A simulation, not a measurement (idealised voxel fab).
Documented hereafter: the process module known as voxel double patterning.
Each square cell in cross-section cut measures 5 nm, and the section as a whole is 200 nm wide.
Throughout this document, each cross-section is represented as a grid of square cells and is presented as a sequence of bands enumerated from the top downward, where a band comprises one or more rows of cells.
What a band's entry tells you: where the top is and where the bottom is, as heights in nm, and after that what lies inside, material by material from left to right, each with its width in nm. Empty space is written as the word "blank", and a single material marked with the word "everywhere" occupies the band from edge to edge.
Heights are expressed relative to 0, this being the level below which the as-received wafer comprises one material exclusively. The lowest band is unbounded in the downward direction and is denoted as in "0..down".
Read "30 to 40" as a graded width: first number on top, second number at the bottom, same change between each pair of neighbouring rows.
"changes: none", as given for a step, is the statement that not any cell of the cross-section underwent a change during that step.
You'll see "Encapsulated voids" listing empty spaces that have no way open to the top, as long as they're 8 cells or more; the notation is width x height at distance, where the distance is from the left edge, and all of it is in nm.
Past the settings on a step's line: simulator remark, on that step.
overlay nm: on a step with a mask, how far right of its planned place the mask lay; negative means left.
-- Planned process steps
| 1 | RECEIVE (material Si) |
| 2 | CONFORMAL_DEP (material SiO2; thk nm 10) |
| 3 | DIRECTIONAL_DEP (material W; thk nm 20) |
| 4 | DIRECTIONAL_DEP (material SiN; thk nm 5) |
| 5 | PATTERN (tone open; mask id FIRST; material resist; width nm 15; pitch nm 50; thk nm 20; overlay nm 0) |
| 6 | DIRECTIONAL_ETCH (etch materials SiN; depth nm 5) |
| 7 | STRIP (etch materials resist) |
| 8 | PATTERN (tone open; mask id SECOND; material resist; width nm 15; pitch nm 50; thk nm 15; overlay nm 0) |
| 9 | DIRECTIONAL_ETCH (etch materials SiN; depth nm 5) |
| 10 | STRIP (etch materials resist) |
| 11 | DIRECTIONAL_ETCH (etch materials W; depth nm 20) |
| 12 | STRIP (etch materials SiN) |
-- Wafer at receipt (post step 1), cross-section
  0..down: Si everywhere
  Encapsulated voids: none
-- First of two wafers: cross-section at end of module, run per plan
  30..10: 40 of W, 15 of blank, 10 of W, 15 of blank, 10 of W, 15 of blank, 10 of W, 15 of blank, 10 of W, 15 of blank, 45 of W
  10..0: SiO2 everywhere
  0..down: Si everywhere
  Encapsulated voids: none
-- Cross-section of the latter of the two wafers at module completion. It had an identical start and an identical plan to the former; in running it, one mistake was made
  30..10: 65 of blank, 15 of W, 35 of blank, 15 of W, 70 of blank
  10..0: SiO2 everywhere
  0..down: Si everywhere
  Encapsulated voids: none
What was done differently from what was planned? rather than as planned, step 8 actually ran as PATTERN (tone cover; mask id SECOND; material resist; width nm 15; pitch nm 50; thk nm 15; overlay nm 0)
Final difference in cells, second wafer against first, listed per material as more or fewer: W -76
